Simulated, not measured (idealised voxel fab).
process module | voxel capacitor over wiring
cross-section cut | 190 nm wide | cells 5 nm
A cross-section is a grid of square cells, given in bands from the top down. A band is one or more rows of cells.
Each band's line starts with the height of the band's top and of its bottom, in nm. Then come its materials from left to right, each with its width in nm. One material with "throughout" fills the band from edge to edge. "air" is empty space.
Height 0 is the level under which the wafer as received is all one material. The lowest band goes on downwards, as in "0 down".
A width such as "30 to 40" changes by the same amount from each row of cells to the next, from the band's top row to its bottom row.
"no change" after a step means that no cell of the cross-section changed.
closed voids: empty space of 8 cells or more with no open way to the top, each as width x height at its distance from the left edge, in nm
after a step's settings: what the simulator itself notes on the step
overlay nm, on a step with a mask: how far to the right of its planned place the mask lay; to the left if negative
plan
1 op RECEIVE | material Si
2 op CONFORMAL_DEP | material SiO2 | thk nm 10
3 op DIRECTIONAL_DEP | material TiN | thk nm 5
4 op DIRECTIONAL_DEP | material Ru | thk nm 25
5 op PATTERN | tone cover | mask id METAL_1 | material resist | width nm 20 | pitch nm 75 | thk nm 15 | overlay nm 0
6 op DIRECTIONAL_ETCH | etch materials Ru | depth nm 25
7 op DIRECTIONAL_ETCH | etch materials TiN | depth nm 5
8 op STRIP | etch materials resist
9 op FILL_DEP | material SiO2 | thk nm 10
10 op CMP | height nm 40
11 op CONFORMAL_DEP | material SiCN | thk nm 5
12 op DIRECTIONAL_DEP | material SiO2 | thk nm 10
13 op PATTERN | tone open | mask id PLUG_1 | material resist | width nm 15 | thk nm 20 | overlay nm 0
14 op DIRECTIONAL_ETCH | etch materials SiO2 | depth nm 10
15 op DIRECTIONAL_ETCH | etch materials SiCN | depth nm 5
16 op STRIP | etch materials resist
17 op EPI | material Ru | thk nm 10
18 op EPI | material Ru | thk nm 5
19 op DIRECTIONAL_DEP | material TiN | thk nm 10
20 op DIRECTIONAL_DEP | material HfO2 | thk nm 5
21 op DIRECTIONAL_DEP | material TiN | thk nm 10
22 op PATTERN | tone cover | mask id UPPER_PLATE | material resist | width nm 60 | thk nm 20 | overlay nm 0
23 op DIRECTIONAL_ETCH | etch materials TiN | depth nm 10
24 op DIRECTIONAL_ETCH | etch materials HfO2 | depth nm 5
25 op STRIP | etch materials resist
26 op DIRECTIONAL_DEP | material aC | thk nm 10
27 op PATTERN | tone cover | mask id LOWER_PLATE | material resist | width nm 70 | thk nm 30 | overlay nm 0
28 op DIRECTIONAL_ETCH | etch materials aC | depth nm 10
29 op STRIP | etch materials resist
30 op DIRECTIONAL_ETCH | etch materials TiN | depth nm 10
31 op STRIP | etch materials aC
32 op FILL_DEP | material SiO2 | thk nm 15
33 op CMP | height nm 90
34 op MASKED_ETCH | tone open | mask id PLUG_2 | width nm 15 | etch materials SiO2 | depth nm 10 | overlay nm 0
35 op CONFORMAL_DEP | material TiN | thk nm 5
36 op FILL_DEP | material W | thk nm 5
37 op CMP | height nm 90
38 op CONFORMAL_DEP | material SiCN | thk nm 5
as received, after step 1
  0 down: Si throughout
  closed voids: none
first wafer at the end, as planned
  95 to 90: SiCN throughout
  90 to 85: SiO2 60 | TiN 5 | W 5 | TiN 5 | SiO2 115
  85 to 80: SiO2 60 | TiN 15 | SiO2 115
  80 to 70: SiO2 50 | TiN 60 | SiO2 80
  70 to 65: SiO2 50 | HfO2 60 | SiO2 80
  65 to 55: SiO2 45 | TiN 70 | SiO2 75
  55 to 45: SiO2 50 | Ru 15 | SiO2 125
  45 to 40: SiCN 50 | Ru 15 | SiCN 125
  40 to 15: SiO2 45 | Ru 20 | SiO2 55 | Ru 20 | SiO2 50
  15 to 10: SiO2 45 | TiN 20 | SiO2 55 | TiN 20 | SiO2 50
  10 to 0: SiO2 throughout
  0 down: Si throughout
  closed voids: none
second wafer at the end: like start, like plan, one mistake
  95 to 90: SiCN throughout
  90 to 85: SiO2 60 | TiN 5 | W 5 | TiN 5 | SiO2 115
  85 to 80: SiO2 60 | TiN 15 | SiO2 115
  80 to 70: SiO2 65 | TiN 45 | SiO2 80
  70 to 65: SiO2 50 | TiN 15 | HfO2 45 | SiO2 80
  65 to 60: SiO2 45 | TiN 70 | SiO2 75
  60 to 55: SiO2 45 | TiN 5 | HfO2 15 | TiN 50 | SiO2 75
  55 to 45: SiO2 50 | TiN 15 | SiO2 125
  45 to 40: SiO2 throughout
  40 to 15: SiO2 45 | Ru 20 | SiO2 55 | Ru 20 | SiO2 50
  15 to 10: SiO2 45 | TiN 20 | SiO2 55 | TiN 20 | SiO2 50
  10 to 0: SiO2 throughout
  0 down: Si throughout
  closed voids: none
what went wrong: step 11 ran as: op CONFORMAL_DEP | material SiO2 | thk nm 5
at the end the second wafer has, in cells: 9 fewer of Ru | 35 fewer of SiCN | 44 more of SiO2
